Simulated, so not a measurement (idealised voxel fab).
The document below concerns the process module designated voxel wiring stack.
Cross-section cut: width 160 nm, square cells of 5 nm.
This document writes a cross-section as a grid whose cells are square, and gives it as bands, listed from the top down; one or more rows of cells form a band. It is stipulated that each band's entry specify, in nanometres, the height of the top of the band and then that of its bottom, followed by the materials of the band in left-to-right sequence, each together with its width in nanometres. A single material marked by the word "all across" is understood to fill the band from edge to edge; the word "blank" is understood to denote empty space. The reference from which all heights are counted is 0, the level beneath which the as-received wafer is entirely one material; the lowest band, having no lower bound, proceeds downward and is written after the example "0 and below". Width: "30..40" (first number = top row, second number = bottom row, same change from row to row of cells). Where a step carries "same as before", the cross-section came out of it unchanged, cell for cell. Entry "Closed cavity list". Content: empty spaces with no open connection to the top, size 8 cells or greater. Each: width x height at distance. Distance: from left edge. Unit: nm. On each step's line, the part that comes after the settings is the simulator's own comment on the step. The optional step-line setting "overlay nm" applies to steps with a mask and quantifies how far to the right of its planned location the mask lay, a negative value indicating leftward placement. Guide to the pairs. Each holds a before and an after cross-section around one process step; the after cross-section is cut off at the lowest band that changed. Look under the pair for the step between them and its settings. Pairs can come from different runs of this module on the same starting wafer, so a pair follows on from the one above it only where its entry headed "Structure before processing" says it does.

**Structure before processing**
* 25 down to 20  SiN all across
* 20 down to 0  SiO2 all across
* 0 and below  Si all across
* Closed cavity list: none

**State After Step**
* 50 down to 25  SiO2 all across
* Rest of section, below 25: as before.
* Closed cavity list: none
Applied between the two views above: DIRECTIONAL_DEP | material SiO2 | thk nm 25

Structure before processing: after-state, pair directly above.

**State After Step**
* 65 down to 50  resist (45)  blank (25)  resist (20)  blank (25)  resist (45)
* Rest of section, below 50: as before.
* Closed cavity list: none
Applied between the two views above: PATTERN | tone open | mask id METAL_1 | material resist | width nm 25 | pitch nm 45 | thk nm 15 | overlay nm 0

Structure before processing: after-state, pair directly above.

**State After Step**
* 65 down to 50  resist (45)  blank (25)  resist (20)  blank (25)  resist (45)
* 50 down to 25  SiO2 (45)  blank (25)  SiO2 (20)  blank (25)  SiO2 (45)
* Rest of section, below 25: as before.
* Closed cavity list: none
Applied between the two views above: DIRECTIONAL_ETCH | etch materials SiO2 | depth nm 25

Structure before processing: after-state, pair directly above.

**State After Step**
* 65 down to 50  resist (45)  blank (25)  resist (20)  blank (25)  resist (45)
* 50 down to 25  SiO2 (45)  blank (25)  SiO2 (20)  blank (25)  SiO2 (45)
* 25 down to 20  SiN (45)  blank (25)  SiN (20)  blank (25)  SiN (45)
* Rest of section, below 20: as before.
* Closed cavity list: none
Applied between the two views above: DIRECTIONAL_ETCH | etch materials SiN | depth nm 5

Structure before processing: after-state, pair directly above.

**State After Step**
* 50 down to 25  SiO2 (45)  blank (25)  SiO2 (20)  blank (25)  SiO2 (45)
* Rest of section, below 25: as before.
* Closed cavity list: none
Applied between the two views above: STRIP | etch materials resist

Structure before processing: after-state, pair directly above.

**State After Step**
* 55 down to 50  TiN (50)  blank (15)  TiN (30)  blank (15)  TiN (50)
* 50 down to 25  SiO2 (45)  TiN (5)  blank (15)  TiN (5)  SiO2 (20)  TiN (5)  blank (15)  TiN (5)  SiO2 (45)
* 25 down to 20  SiN (45)  TiN (25)  SiN (20)  TiN (25)  SiN (45)
* Rest of section, below 20: as before.
* Closed cavity list: none
Applied between the two views above: CONFORMAL_DEP | material TiN | thk nm 5

Structure before processing: after-state, pair directly above.

**State After Step**
* 65 down to 55  Ru all across
* 55 down to 50  TiN (50)  Ru (15)  TiN (30)  Ru (15)  TiN (50)
* 50 down to 25  SiO2 (45)  TiN (5)  Ru (15)  TiN (5)  SiO2 (20)  TiN (5)  Ru (15)  TiN (5)  SiO2 (45)
* Rest of section, below 25: as before.
* Closed cavity list: none
Applied between the two views above: FILL_DEP | material Ru | thk nm 10

Structure before processing: after-state, pair directly above.

**State After Step**
* 45 down to 25  SiO2 (45)  TiN (5)  Ru (15)  TiN (5)  SiO2 (20)  TiN (5)  Ru (15)  TiN (5)  SiO2 (45)
* Rest of section, below 25: as before.
* Closed cavity list: none
Applied between the two views above: CMP | height nm 45

Structure before processing: after-state, pair directly above.

**State After Step**
* 50 down to 45  SiCN all across
* Rest of section, below 45: as before.
* Closed cavity list: none
Applied between the two views above: CONFORMAL_DEP | material SiCN | thk nm 5

Structure before processing: after-state, pair directly above.

**State After Step**
* 80 down to 50  SiO2 all across
* Rest of section, below 50: as before.
* Closed cavity list: none
Applied between the two views above: DIRECTIONAL_DEP | material SiO2 | thk nm 30

Structure before processing: after-state, pair directly above.

**State After Step**
* 80 down to 60  SiO2 (45)  blank (25)  SiO2 (20)  blank (25)  SiO2 (45)
* Rest of section, below 60: as before.
* Closed cavity list: none
Applied between the two views above: MASKED_ETCH | tone open | mask id METAL_2 | width nm 25 | pitch nm 45 | etch materials SiO2 | depth nm 20 | overlay nm 0

Structure before processing: after-state, pair directly above.

**State After Step**
* 100 down to 80  resist (45)  blank (15)  resist (100)
* 80 down to 60  SiO2 (45)  blank (15)  resist (10)  SiO2 (20)  resist (25)  SiO2 (45)
* Rest of section, below 60: as before.
* Closed cavity list: none
Applied between the two views above: PATTERN | tone open | mask id METAL_2_HOLES | material resist | width nm 15 | thk nm 20 | overlay nm 0

Structure before processing: after-state, pair directly above.

**State After Step**
* 100 down to 80  resist (45)  blank (15)  resist (100)
* 80 down to 60  SiO2 (45)  blank (15)  resist (10)  SiO2 (20)  resist (25)  SiO2 (45)
* 60 down to 50  SiO2 (45)  blank (15)  SiO2 (100)
* Rest of section, below 50: as before.
* Closed cavity list: none
Applied between the two views above: DIRECTIONAL_ETCH | etch materials SiO2 | depth nm 10

Structure before processing: after-state, pair directly above.

**State After Step**
* 100 down to 80  resist (45)  blank (15)  resist (100)
* 80 down to 60  SiO2 (45)  blank (15)  resist (10)  SiO2 (20)  resist (25)  SiO2 (45)
* 60 down to 50  SiO2 (45)  blank (15)  SiO2 (100)
* 50 down to 45  SiCN (45)  blank (15)  SiCN (100)
* Rest of section, below 45: as before.
* Closed cavity list: none
Applied between the two views above: DIRECTIONAL_ETCH | etch materials SiCN | depth nm 5

Structure before processing: after-state, pair directly above.

**State After Step**
* 80 down to 60  SiO2 (45)  blank (25)  SiO2 (20)  blank (25)  SiO2 (45)
* Rest of section, below 60: as before.
* Closed cavity list: none
Applied between the two views above: STRIP | etch materials resist

Structure before processing: after-state, pair directly above.

**State After Step**
* 85 down to 80  TiN (50)  blank (15)  TiN (30)  blank (15)  TiN (50)
* 80 down to 65  SiO2 (45)  TiN (5)  blank (15)  TiN (5)  SiO2 (20)  TiN (5)  blank (15)  TiN (5)  SiO2 (45)
* 65 down to 60  SiO2 (45)  TiN (5)  blank (5)  TiN (15)  SiO2 (20)  TiN (25)  SiO2 (45)
* 60 down to 50  SiO2 (45)  TiN (5)  blank (5)  TiN (5)  SiO2 (100)
* 50 down to 45  SiCN (45)  TiN (15)  SiCN (100)
* Rest of section, below 45: as before.
* Closed cavity list: none
Applied between the two views above: CONFORMAL_DEP | material TiN | thk nm 5

Structure before processing: after-state, pair directly above.

**State After Step**
* 95 down to 85  Cu all across
* 85 down to 80  TiN (50)  Cu (15)  TiN (30)  Cu (15)  TiN (50)
* 80 down to 65  SiO2 (45)  TiN (5)  Cu (15)  TiN (5)  SiO2 (20)  TiN (5)  Cu (15)  TiN (5)  SiO2 (45)
* 65 down to 60  SiO2 (45)  TiN (5)  Cu (5)  TiN (15)  SiO2 (20)  TiN (25)  SiO2 (45)
* 60 down to 50  SiO2 (45)  TiN (5)  Cu (5)  TiN (5)  SiO2 (100)
* Rest of section, below 50: as before.
* Closed cavity list: none
Applied between the two views above: FILL_DEP | material Cu | thk nm 10

Structure before processing: after-state, pair directly above.

**State After Step**
* 80 down to 65  SiO2 (45)  TiN (5)  Cu (15)  TiN (5)  SiO2 (20)  TiN (5)  Cu (15)  TiN (5)  SiO2 (45)
* Rest of section, below 65: as before.
* Closed cavity list: none
Applied between the two views above: CMP | height nm 80

Structure before processing: after-state, pair directly above.

**State After Step**
* 85 down to 80  SiCN all across
* Rest of section, below 80: as before.
* Closed cavity list: none
Applied between the two views above: CONFORMAL_DEP | material SiCN | thk nm 5

Structure before processing: after-state, pair directly above.

**State After Step**
* 95 down to 85  lowk all across
* Rest of section, below 85: as before.
* Closed cavity list: none
Applied between the two views above: DIRECTIONAL_DEP | material lowk | thk nm 10

Structure before processing: after-state, pair directly above.

**State After Step**
* 95 down to 85  lowk (45)  blank (15)  lowk (100)
* Rest of section, below 85: as before.
* Closed cavity list: none
Applied between the two views above: MASKED_ETCH | tone open | mask id PLUG_2 | width nm 15 | etch materials lowk | depth nm 10 | overlay nm 0

Structure before processing: after-state, pair directly above.

**State After Step**
* 95 down to 85  lowk (45)  blank (15)  lowk (100)
* 85 down to 80  SiCN (45)  blank (15)  SiCN (100)
* Rest of section, below 80: as before.
* Closed cavity list: none
Applied between the two views above: MASKED_ETCH | tone open | mask id PLUG_2 | width nm 15 | etch materials SiCN | depth nm 5 | overlay nm 0

Structure before processing: after-state, pair directly above.

**State After Step**
* 100 down to 95  TiN (50)  blank (5)  TiN (105)
* 95 down to 85  lowk (45)  TiN (5)  blank (5)  TiN (5)  lowk (100)
* 85 down to 80  SiCN (45)  TiN (15)  SiCN (100)
* Rest of section, below 80: as before.
* Closed cavity list: none
Applied between the two views above: CONFORMAL_DEP | material TiN | thk nm 5

Structure before processing: after-state, pair directly above.

**State After Step**
* 105 down to 100  Cu all across
* 100 down to 95  TiN (50)  Cu (5)  TiN (105)
* 95 down to 85  lowk (45)  TiN (5)  Cu (5)  TiN (5)  lowk (100)
* Rest of section, below 85: as before.
* Closed cavity list: none
Applied between the two views above: FILL_DEP | material Cu | thk nm 5

Structure before processing: after-state, pair directly above.

**State After Step**
* 95 down to 85  lowk (45)  TiN (5)  Cu (5)  TiN (5)  lowk (100)
* Rest of section, below 85: as before.
* Closed cavity list: none
Applied between the two views above: CMP | height nm 95

Structure before processing: after-state, pair directly above.

**State After Step**
* 100 down to 95  SiCN all across
* Rest of section, below 95: as before.
* Closed cavity list: none
Applied between the two views above: CONFORMAL_DEP | material SiCN | thk nm 5

Structure before processing: after-state, pair directly above.

**State After Step**
* 120 down to 100  SiO2 all across
* Rest of section, below 100: as before.
* Closed cavity list: none
Applied between the two views above: DIRECTIONAL_DEP | material SiO2 | thk nm 20

Structure before processing: after-state, pair directly above.

**State After Step**
* 120 down to 100  SiO2 (45)  blank (25)  SiO2 (20)  blank (25)  SiO2 (45)
* Rest of section, below 100: as before.
* Closed cavity list: none
Applied between the two views above: MASKED_ETCH | tone open | mask id METAL_3 | width nm 25 | pitch nm 45 | etch materials SiO2 | depth nm 20 | overlay nm 0

Structure before processing: after-state, pair directly above.

**State After Step**
* 120 down to 100  SiO2 (45)  blank (25)  SiO2 (20)  blank (25)  SiO2 (45)
* 100 down to 95  SiCN (45)  blank (25)  SiCN (20)  blank (25)  SiCN (45)
* Rest of section, below 95: as before.
* Closed cavity list: none
Applied between the two views above: MASKED_ETCH | tone open | mask id METAL_3 | width nm 25 | pitch nm 45 | etch materials SiCN | depth nm 5 | overlay nm 0

Structure before processing: after-state, pair directly above.

**State After Step**
* 125 down to 120  TiN (50)  blank (15)  TiN (30)  blank (15)  TiN (50)
* 120 down to 100  SiO2 (45)  TiN (5)  blank (15)  TiN (5)  SiO2 (20)  TiN (5)  blank (15)  TiN (5)  SiO2 (45)
* 100 down to 95  SiCN (45)  TiN (25)  SiCN (20)  TiN (25)  SiCN (45)
* Rest of section, below 95: as before.
* Closed cavity list: none
Applied between the two views above: CONFORMAL_DEP | material TiN | thk nm 5

Structure before processing: after-state, pair directly above.

**State After Step**
* 130 down to 125  Cu all across
* 125 down to 120  TiN (50)  Cu (15)  TiN (30)  Cu (15)  TiN (50)
* 120 down to 100  SiO2 (45)  TiN (5)  Cu (15)  TiN (5)  SiO2 (20)  TiN (5)  Cu (15)  TiN (5)  SiO2 (45)
* Rest of section, below 100: as before.
* Closed cavity list: none
Applied between the two views above: FILL_DEP | material Cu | thk nm 5

Structure before processing: after-state, pair directly above.

**State After Step**
* 120 down to 100  SiO2 (45)  TiN (5)  Cu (15)  TiN (5)  SiO2 (20)  TiN (5)  Cu (15)  TiN (5)  SiO2 (45)
* Rest of section, below 100: as before.
* Closed cavity list: none
Applied between the two views above: CMP | height nm 120

Structure before processing: after-state, pair directly above.

**State After Step**
* 125 down to 120  SiCN all across
* Rest of section, below 120: as before.
* Closed cavity list: none
Applied between the two views above: CONFORMAL_DEP | material SiCN | thk nm 5

**Structure before processing**
* 80 down to 50  SiO2 all across
* 50 down to 45  SiCN all across
* 45 down to 20  SiO2 (45)  TiN (5)  Ru (15)  TiN (5)  SiO2 (20)  TiN (5)  Ru (15)  TiN (5)  SiO2 (45)
* 20 down to 15  SiN (45)  TiN (25)  SiN (20)  TiN (25)  SiN (45)
* 15 down to 0  SiO2 all across
* 0 and below  Si all across
* Closed cavity list: none

**State After Step**
* 80 down to 60  SiO2 (50)  blank (15)  SiO2 (30)  blank (15)  SiO2 (50)
* Rest of section, below 60: as before.
* Closed cavity list: none
Applied between the two views above: MASKED_ETCH | tone open | mask id METAL_2 | width nm 15 | pitch nm 45 | etch materials SiO2 | depth nm 20 | overlay nm 0

Structure before processing: after-state, pair directly above.

**State After Step**
* 100 down to 80  resist (45)  blank (15)  resist (100)
* 80 down to 60  SiO2 (50)  blank (10)  resist (5)  SiO2 (30)  resist (15)  SiO2 (50)
* Rest of section, below 60: as before.
* Closed cavity list: none
Applied between the two views above: PATTERN | tone open | mask id METAL_2_HOLES | material resist | width nm 15 | thk nm 20 | overlay nm 0

Structure before processing: after-state, pair directly above.

**State After Step**
* 100 down to 80  resist (45)  blank (15)  resist (100)
* 80 down to 70  SiO2 (45)  blank (15)  resist (5)  SiO2 (30)  resist (15)  SiO2 (50)
* 70 down to 60  SiO2 (50)  blank (10)  resist (5)  SiO2 (30)  resist (15)  SiO2 (50)
* 60 down to 50  SiO2 (50)  blank (10)  SiO2 (100)
* Rest of section, below 50: as before.
* Closed cavity list: none
Applied between the two views above: DIRECTIONAL_ETCH | etch materials SiO2 | depth nm 10

Structure before processing: after-state, pair directly above.

**State After Step**
* 100 down to 80  resist (45)  blank (15)  resist (100)
* 80 down to 70  SiO2 (45)  blank (15)  resist (5)  SiO2 (30)  resist (15)  SiO2 (50)
* 70 down to 60  SiO2 (50)  blank (10)  resist (5)  SiO2 (30)  resist (15)  SiO2 (50)
* 60 down to 50  SiO2 (50)  blank (10)  SiO2 (100)
* 50 down to 45  SiCN (50)  blank (10)  SiCN (100)
* Rest of section, below 45: as before.
* Closed cavity list: none
Applied between the two views above: DIRECTIONAL_ETCH | etch materials SiCN | depth nm 5

Structure before processing: after-state, pair directly above.

**State After Step**
* 80 down to 70  SiO2 (45)  blank (20)  SiO2 (30)  blank (15)  SiO2 (50)
* 70 down to 60  SiO2 (50)  blank (15)  SiO2 (30)  blank (15)  SiO2 (50)
* Rest of section, below 60: as before.
* Closed cavity list: none
Applied between the two views above: STRIP | etch materials resist

Structure before processing: after-state, pair directly above.

**State After Step**
* 85 down to 80  TiN (50)  blank (10)  TiN (40)  blank (5)  TiN (55)
* 80 down to 70  SiO2 (45)  TiN (5..10)  blank (10..5)  TiN (5)  SiO2 (30)  TiN (5)  blank (5)  TiN (5)  SiO2 (50)
* 70 down to 65  SiO2 (50)  TiN (5)  blank (5)  TiN (5)  SiO2 (30)  TiN (5)  blank (5)  TiN (5)  SiO2 (50)
* 65 down to 60  SiO2 (50)  TiN (15)  SiO2 (30)  TiN (15)  SiO2 (50)
* 60 down to 50  SiO2 (50)  TiN (10)  SiO2 (100)
* 50 down to 45  SiCN (50)  TiN (10)  SiCN (100)
* Rest of section, below 45: as before.
* Closed cavity list: none
Applied between the two views above: CONFORMAL_DEP | material TiN | thk nm 5

Structure before processing: after-state, pair directly above.

**State After Step**
* 95 down to 85  Cu all across
* 85 down to 80  TiN (50)  Cu (10)  TiN (40)  Cu (5)  TiN (55)
* 80 down to 70  SiO2 (45)  TiN (5..10)  Cu (10..5)  TiN (5)  SiO2 (30)  TiN (5)  Cu (5)  TiN (5)  SiO2 (50)
* 70 down to 65  SiO2 (50)  TiN (5)  Cu (5)  TiN (5)  SiO2 (30)  TiN (5)  Cu (5)  TiN (5)  SiO2 (50)
* Rest of section, below 65: as before.
* Closed cavity list: none
Applied between the two views above: FILL_DEP | material Cu | thk nm 10

Structure before processing: after-state, pair directly above.

**State After Step**
* 80 down to 70  SiO2 (45)  TiN (5..10)  Cu (10..5)  TiN (5)  SiO2 (30)  TiN (5)  Cu (5)  TiN (5)  SiO2 (50)
* Rest of section, below 70: as before.
* Closed cavity list: none
Applied between the two views above: CMP | height nm 80

Structure before processing: after-state, pair directly above.

**State After Step**
* 85 down to 80  SiCN all across
* Rest of section, below 80: as before.
* Closed cavity list: none
Applied between the two views above: CONFORMAL_DEP | material SiCN | thk nm 5

Structure before processing: after-state, pair directly above.

**State After Step**
* 95 down to 85  lowk all across
* Rest of section, below 85: as before.
* Closed cavity list: none
Applied between the two views above: DIRECTIONAL_DEP | material lowk | thk nm 10

Structure before processing: after-state, pair directly above.

**State After Step**
* 95 down to 85  lowk (45)  blank (15)  lowk (100)
* Rest of section, below 85: as before.
* Closed cavity list: none
Applied between the two views above: MASKED_ETCH | tone open | mask id PLUG_2 | width nm 15 | etch materials lowk | depth nm 10 | overlay nm 0

Structure before processing: after-state, pair directly above.

**State After Step**
* 95 down to 85  lowk (45)  blank (15)  lowk (100)
* 85 down to 80  SiCN (45)  blank (15)  SiCN (100)
* Rest of section, below 80: as before.
* Closed cavity list: none
Applied between the two views above: MASKED_ETCH | tone open | mask id PLUG_2 | width nm 15 | etch materials SiCN | depth nm 5 | overlay nm 0

Structure before processing: after-state, pair directly above.

**State After Step**
* 100 down to 95  TiN (50)  blank (5)  TiN (105)
* 95 down to 85  lowk (45)  TiN (5)  blank (5)  TiN (5)  lowk (100)
* 85 down to 80  SiCN (45)  TiN (15)  SiCN (100)
* Rest of section, below 80: as before.
* Closed cavity list: none
Applied between the two views above: CONFORMAL_DEP | material TiN | thk nm 5

Structure before processing: after-state, pair directly above.

**State After Step**
* 105 down to 100  Cu all across
* 100 down to 95  TiN (50)  Cu (5)  TiN (105)
* 95 down to 85  lowk (45)  TiN (5)  Cu (5)  TiN (5)  lowk (100)
* Rest of section, below 85: as before.
* Closed cavity list: none
Applied between the two views above: FILL_DEP | material Cu | thk nm 5

Structure before processing: after-state, pair directly above.

**State After Step**
* 95 down to 85  lowk (45)  TiN (5)  Cu (5)  TiN (5)  lowk (100)
* Rest of section, below 85: as before.
* Closed cavity list: none
Applied between the two views above: CMP | height nm 95

Structure before processing: after-state, pair directly above.

**State After Step**
* 100 down to 95  SiCN all across
* Rest of section, below 95: as before.
* Closed cavity list: none
Applied between the two views above: CONFORMAL_DEP | material SiCN | thk nm 5

Structure before processing: after-state, pair directly above.

**State After Step**
* 120 down to 100  SiO2 all across
* Rest of section, below 100: as before.
* Closed cavity list: none
Applied between the two views above: DIRECTIONAL_DEP | material SiO2 | thk nm 20

Structure before processing: after-state, pair directly above.

**State After Step**
* 120 down to 100  SiO2 (45)  blank (25)  SiO2 (20)  blank (25)  SiO2 (45)
* Rest of section, below 100: as before.
* Closed cavity list: none
Applied between the two views above: MASKED_ETCH | tone open | mask id METAL_3 | width nm 25 | pitch nm 45 | etch materials SiO2 | depth nm 20 | overlay nm 0

Structure before processing: after-state, pair directly above.

**State After Step**
* 120 down to 100  SiO2 (45)  blank (25)  SiO2 (20)  blank (25)  SiO2 (45)
* 100 down to 95  SiCN (45)  blank (25)  SiCN (20)  blank (25)  SiCN (45)
* Rest of section, below 95: as before.
* Closed cavity list: none
Applied between the two views above: MASKED_ETCH | tone open | mask id METAL_3 | width nm 25 | pitch nm 45 | etch materials SiCN | depth nm 5 | overlay nm 0

Structure before processing: after-state, pair directly above.

**State After Step**
* 125 down to 120  TiN (50)  blank (15)  TiN (30)  blank (15)  TiN (50)
* 120 down to 100  SiO2 (45)  TiN (5)  blank (15)  TiN (5)  SiO2 (20)  TiN (5)  blank (15)  TiN (5)  SiO2 (45)
* 100 down to 95  SiCN (45)  TiN (25)  SiCN (20)  TiN (25)  SiCN (45)
* Rest of section, below 95: as before.
* Closed cavity list: none
Applied between the two views above: CONFORMAL_DEP | material TiN | thk nm 5

Structure before processing: after-state, pair directly above.

**State After Step**
* 130 down to 125  Cu all across
* 125 down to 120  TiN (50)  Cu (15)  TiN (30)  Cu (15)  TiN (50)
* 120 down to 100  SiO2 (45)  TiN (5)  Cu (15)  TiN (5)  SiO2 (20)  TiN (5)  Cu (15)  TiN (5)  SiO2 (45)
* Rest of section, below 100: as before.
* Closed cavity list: none
Applied between the two views above: FILL_DEP | material Cu | thk nm 5

Structure before processing: after-state, pair directly above.

**State After Step**
* 120 down to 100  SiO2 (45)  TiN (5)  Cu (15)  TiN (5)  SiO2 (20)  TiN (5)  Cu (15)  TiN (5)  SiO2 (45)
* Rest of section, below 100: as before.
* Closed cavity list: none
Applied between the two views above: CMP | height nm 120

Structure before processing: after-state, pair directly above.

**State After Step**
* 125 down to 120  SiCN all across
* Rest of section, below 120: as before.
* Closed cavity list: none
Applied between the two views above: CONFORMAL_DEP | material SiCN | thk nm 5

**Structure before processing**
* 45 down to 20  SiO2 all across
* 20 down to 15  SiN all across
* 15 down to 0  SiO2 all across
* 0 and below  Si all across
* Closed cavity list: none

**State After Step**
* 60 down to 45  resist (40)  blank (25)  resist (20)  blank (25)  resist (50)
* Rest of section, below 45: as before.
* Closed cavity list: none
Applied between the two views above: PATTERN | tone open | mask id METAL_1 | material resist | width nm 25 | pitch nm 45 | thk nm 15 | overlay nm -5

Structure before processing: after-state, pair directly above.

**State After Step**
* 60 down to 45  resist (40)  blank (25)  resist (20)  blank (25)  resist (50)
* 45 down to 20  SiO2 (40)  blank (25)  SiO2 (20)  blank (25)  SiO2 (50)
* Rest of section, below 20: as before.
* Closed cavity list: none
Applied between the two views above: DIRECTIONAL_ETCH | etch materials SiO2 | depth nm 25

Structure before processing: after-state, pair directly above.

**State After Step**
* 60 down to 45  resist (40)  blank (25)  resist (20)  blank (25)  resist (50)
* 45 down to 20  SiO2 (40)  blank (25)  SiO2 (20)  blank (25)  SiO2 (50)
* 20 down to 15  SiN (40)  blank (25)  SiN (20)  blank (25)  SiN (50)
* Rest of section, below 15: as before.
* Closed cavity list: none
Applied between the two views above: DIRECTIONAL_ETCH | etch materials SiN | depth nm 5

Structure before processing: after-state, pair directly above.

**State After Step**
* 45 down to 20  SiO2 (40)  blank (25)  SiO2 (20)  blank (25)  SiO2 (50)
* Rest of section, below 20: as before.
* Closed cavity list: none
Applied between the two views above: STRIP | etch materials resist

Structure before processing: after-state, pair directly above.

**State After Step**
* 50 down to 45  TiN (45)  blank (15)  TiN (30)  blank (15)  TiN (55)
* 45 down to 20  SiO2 (40)  TiN (5)  blank (15)  TiN (5)  SiO2 (20)  TiN (5)  blank (15)  TiN (5)  SiO2 (50)
* 20 down to 15  SiN (40)  TiN (25)  SiN (20)  TiN (25)  SiN (50)
* Rest of section, below 15: as before.
* Closed cavity list: none
Applied between the two views above: CONFORMAL_DEP | material TiN | thk nm 5

Structure before processing: after-state, pair directly above.

**State After Step**
* 60 down to 50  Ru all across
* 50 down to 45  TiN (45)  Ru (15)  TiN (30)  Ru (15)  TiN (55)
* 45 down to 20  SiO2 (40)  TiN (5)  Ru (15)  TiN (5)  SiO2 (20)  TiN (5)  Ru (15)  TiN (5)  SiO2 (50)
* Rest of section, below 20: as before.
* Closed cavity list: none
Applied between the two views above: FILL_DEP | material Ru | thk nm 10

Structure before processing: after-state, pair directly above.

**State After Step**
* 45 down to 20  SiO2 (40)  TiN (5)  Ru (15)  TiN (5)  SiO2 (20)  TiN (5)  Ru (15)  TiN (5)  SiO2 (50)
* Rest of section, below 20: as before.
* Closed cavity list: none
Applied between the two views above: CMP | height nm 45

Structure before processing: after-state, pair directly above.

**State After Step**
* 50 down to 45  SiCN all across
* Rest of section, below 45: as before.
* Closed cavity list: none
Applied between the two views above: CONFORMAL_DEP | material SiCN | thk nm 5

Structure before processing: after-state, pair directly above.

**State After Step**
* 80 down to 50  SiO2 all across
* Rest of section, below 50: as before.
* Closed cavity list: none
Applied between the two views above: DIRECTIONAL_DEP | material SiO2 | thk nm 30

Structure before processing: after-state, pair directly above.

**State After Step**
* 80 down to 60  SiO2 (45)  blank (25)  SiO2 (20)  blank (25)  SiO2 (45)
* Rest of section, below 60: as before.
* Closed cavity list: none
Applied between the two views above: MASKED_ETCH | tone open | mask id METAL_2 | width nm 25 | pitch nm 45 | etch materials SiO2 | depth nm 20 | overlay nm 0

Structure before processing: after-state, pair directly above.

**State After Step**
* 100 down to 80  resist (45)  blank (15)  resist (100)
* 80 down to 60  SiO2 (45)  blank (15)  resist (10)  SiO2 (20)  resist (25)  SiO2 (45)
* Rest of section, below 60: as before.
* Closed cavity list: none
Applied between the two views above: PATTERN | tone open | mask id METAL_2_HOLES | material resist | width nm 15 | thk nm 20 | overlay nm 0

Structure before processing: after-state, pair directly above.

**State After Step**
* 100 down to 80  resist (45)  blank (15)  resist (100)
* 80 down to 60  SiO2 (45)  blank (15)  resist (10)  SiO2 (20)  resist (25)  SiO2 (45)
* 60 down to 50  SiO2 (45)  blank (15)  SiO2 (100)
* Rest of section, below 50: as before.
* Closed cavity list: none
Applied between the two views above: DIRECTIONAL_ETCH | etch materials SiO2 | depth nm 10

Structure before processing: after-state, pair directly above.

**State After Step**
* 100 down to 80  resist (45)  blank (15)  resist (100)
* 80 down to 60  SiO2 (45)  blank (15)  resist (10)  SiO2 (20)  resist (25)  SiO2 (45)
* 60 down to 50  SiO2 (45)  blank (15)  SiO2 (100)
* 50 down to 45  SiCN (45)  blank (15)  SiCN (100)
* Rest of section, below 45: as before.
* Closed cavity list: none
Applied between the two views above: DIRECTIONAL_ETCH | etch materials SiCN | depth nm 5

Structure before processing: after-state, pair directly above.

**State After Step**
* 80 down to 60  SiO2 (45)  blank (25)  SiO2 (20)  blank (25)  SiO2 (45)
* Rest of section, below 60: as before.
* Closed cavity list: none
Applied between the two views above: STRIP | etch materials resist

Structure before processing: after-state, pair directly above.

**State After Step**
* 85 down to 80  TiN (50)  blank (15)  TiN (30)  blank (15)  TiN (50)
* 80 down to 65  SiO2 (45)  TiN (5)  blank (15)  TiN (5)  SiO2 (20)  TiN (5)  blank (15)  TiN (5)  SiO2 (45)
* 65 down to 60  SiO2 (45)  TiN (5)  blank (5)  TiN (15)  SiO2 (20)  TiN (25)  SiO2 (45)
* 60 down to 50  SiO2 (45)  TiN (5)  blank (5)  TiN (5)  SiO2 (100)
* 50 down to 45  SiCN (45)  TiN (15)  SiCN (100)
* Rest of section, below 45: as before.
* Closed cavity list: none
Applied between the two views above: CONFORMAL_DEP | material TiN | thk nm 5

Structure before processing: after-state, pair directly above.

**State After Step**
* 95 down to 85  Cu all across
* 85 down to 80  TiN (50)  Cu (15)  TiN (30)  Cu (15)  TiN (50)
* 80 down to 65  SiO2 (45)  TiN (5)  Cu (15)  TiN (5)  SiO2 (20)  TiN (5)  Cu (15)  TiN (5)  SiO2 (45)
* 65 down to 60  SiO2 (45)  TiN (5)  Cu (5)  TiN (15)  SiO2 (20)  TiN (25)  SiO2 (45)
* 60 down to 50  SiO2 (45)  TiN (5)  Cu (5)  TiN (5)  SiO2 (100)
* Rest of section, below 50: as before.
* Closed cavity list: none
Applied between the two views above: FILL_DEP | material Cu | thk nm 10

Structure before processing: after-state, pair directly above.

**State After Step**
* 80 down to 65  SiO2 (45)  TiN (5)  Cu (15)  TiN (5)  SiO2 (20)  TiN (5)  Cu (15)  TiN (5)  SiO2 (45)
* Rest of section, below 65: as before.
* Closed cavity list: none
Applied between the two views above: CMP | height nm 80

Structure before processing: after-state, pair directly above.

**State After Step**
* 85 down to 80  SiCN all across
* Rest of section, below 80: as before.
* Closed cavity list: none
Applied between the two views above: CONFORMAL_DEP | material SiCN | thk nm 5

Structure before processing: after-state, pair directly above.

**State After Step**
* 95 down to 85  lowk all across
* Rest of section, below 85: as before.
* Closed cavity list: none
Applied between the two views above: DIRECTIONAL_DEP | material lowk | thk nm 10

Structure before processing: after-state, pair directly above.

**State After Step**
* 95 down to 85  lowk (45)  blank (15)  lowk (100)
* Rest of section, below 85: as before.
* Closed cavity list: none
Applied between the two views above: MASKED_ETCH | tone open | mask id PLUG_2 | width nm 15 | etch materials lowk | depth nm 10 | overlay nm 0

Structure before processing: after-state, pair directly above.

**State After Step**
* 95 down to 85  lowk (45)  blank (15)  lowk (100)
* 85 down to 80  SiCN (45)  blank (15)  SiCN (100)
* Rest of section, below 80: as before.
* Closed cavity list: none
Applied between the two views above: MASKED_ETCH | tone open | mask id PLUG_2 | width nm 15 | etch materials SiCN | depth nm 5 | overlay nm 0

Structure before processing: after-state, pair directly above.

**State After Step**
* 100 down to 95  TiN (50)  blank (5)  TiN (105)
* 95 down to 85  lowk (45)  TiN (5)  blank (5)  TiN (5)  lowk (100)
* 85 down to 80  SiCN (45)  TiN (15)  SiCN (100)
* Rest of section, below 80: as before.
* Closed cavity list: none
Applied between the two views above: CONFORMAL_DEP | material TiN | thk nm 5

Structure before processing: after-state, pair directly above.

**State After Step**
* 105 down to 100  Cu all across
* 100 down to 95  TiN (50)  Cu (5)  TiN (105)
* 95 down to 85  lowk (45)  TiN (5)  Cu (5)  TiN (5)  lowk (100)
* Rest of section, below 85: as before.
* Closed cavity list: none
Applied between the two views above: FILL_DEP | material Cu | thk nm 5

Structure before processing: after-state, pair directly above.

**State After Step**
* 95 down to 85  lowk (45)  TiN (5)  Cu (5)  TiN (5)  lowk (100)
* Rest of section, below 85: as before.
* Closed cavity list: none
Applied between the two views above: CMP | height nm 95

Structure before processing: after-state, pair directly above.

**State After Step**
* 100 down to 95  SiCN all across
* Rest of section, below 95: as before.
* Closed cavity list: none
Applied between the two views above: CONFORMAL_DEP | material SiCN | thk nm 5
